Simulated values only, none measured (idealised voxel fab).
Herein follows the process module entitled voxel self aligned vias.
280 nm wide, 5 nm square cells: that's cross-section cut.
Cross-sections here: square-cell grids, written as top-down lists of bands, a band being one or more rows of cells. Band entry format. Leading values: height of top, height of bottom, nm. Remainder: materials in left-to-right order, each with its width in nm. Special words: "throughout" on a single material, which then fills the band edge to edge; "empty", empty space. All heights in this document are referenced to 0, defined as the level beneath which the wafer, as received, consists entirely of one material. The lowest band is not bounded below; it extends indefinitely downward and is written in the form "0 and below". The expression "30..40" gives the width at the extremes of the band, the first number at its top row of cells and the second at its bottom row, with the width changing by equal amounts from each row to the next in between. Take "nothing altered" at face value: in the step it is given for, the cross-section changed in none of its cells. Look at "Closed empty spaces" for the closed voids: empty spaces with no open path to the top, sized 8 cells or up. Each is width x height at distance, distance from the left edge, all nm. On a step's line, text after the settings is the simulator commenting on that step. overlay nm: right-of-plan distance of the mask on a masked step; negative values mean left-of-plan.
The process steps that were planned are listed below
1. RECEIVE | material Si
2. CONFORMAL_DEP | material SiO2 | thk nm 10
3. CONFORMAL_DEP | material SiCN | thk nm 5
4. DIRECTIONAL_DEP | material lowk | thk nm 25
5. MASKED_ETCH | tone open | mask id LINES | width nm 20 | pitch nm 50 | etch materials lowk | depth nm 25 | overlay nm 0
6. CONFORMAL_DEP | material TiN | thk nm 5
7. FILL_DEP | material Ru | thk nm 10
8. CMP | height nm 40
9. SELECTIVE_ETCH | etch materials W Ru TiN | depth nm 5
10. FILL_DEP | material SiN | thk nm 5
11. CMP | height nm 40
12. DIRECTIONAL_DEP | material lowk | thk nm 20
13. DIRECTIONAL_DEP | material aC | thk nm 15
14. PATTERN | tone open | mask id VIAS | material resist | width nm 30 | pitch nm 100 | thk nm 30 | overlay nm 0
15. DIRECTIONAL_ETCH | etch materials aC | depth nm 15
16. STRIP | etch materials resist
17. DIRECTIONAL_ETCH | etch materials lowk | depth nm 20
18. DIRECTIONAL_ETCH | etch materials SiN | depth nm 5
19. STRIP | etch materials aC
20. CONFORMAL_DEP | material TiN | thk nm 5
21. FILL_DEP | material Ru | thk nm 5
22. CMP | height nm 60
23. CONFORMAL_DEP | material SiN | thk nm 5
Received-state cross-section, reflecting completion of step 1
0 and below  Si throughout
Closed empty spaces: none
Result of the module, cross-sectioned: start per above, plan per above, one error in how it was run
65 down to 60  SiN throughout
60 down to 55  Ru throughout
55 down to 50  TiN (80) | Ru (20) | TiN (80) | Ru (20) | TiN (80)
50 down to 40  lowk (75) | TiN (5) | Ru (20) | TiN (5) | lowk (70) | TiN (5) | Ru (20) | TiN (5) | lowk (75)
40 down to 35  lowk (75) | TiN (30) | lowk (25) | SiN (20) | lowk (25) | TiN (30) | lowk (75)
35 down to 30  lowk (75) | TiN (10) | Ru (10) | TiN (10) | lowk (25) | TiN (5) | Ru (10) | TiN (5) | lowk (25) | TiN (10) | Ru (10) | TiN (10) | lowk (75)
30 down to 20  lowk (80) | TiN (5) | Ru (10) | TiN (5) | lowk (30) | TiN (5) | Ru (10) | TiN (5) | lowk (30) | TiN (5) | Ru (10) | TiN (5) | lowk (80)
20 down to 15  lowk (80) | TiN (20) | lowk (30) | TiN (20) | lowk (30) | TiN (20) | lowk (80)
15 down to 10  SiCN throughout
10 down to 0  SiO2 throughout
0 and below  Si throughout
Closed empty spaces: none
what went wrong: step 12, actual vs plan mismatch, actual run DIRECTIONAL_DEP | material lowk | thk nm 10
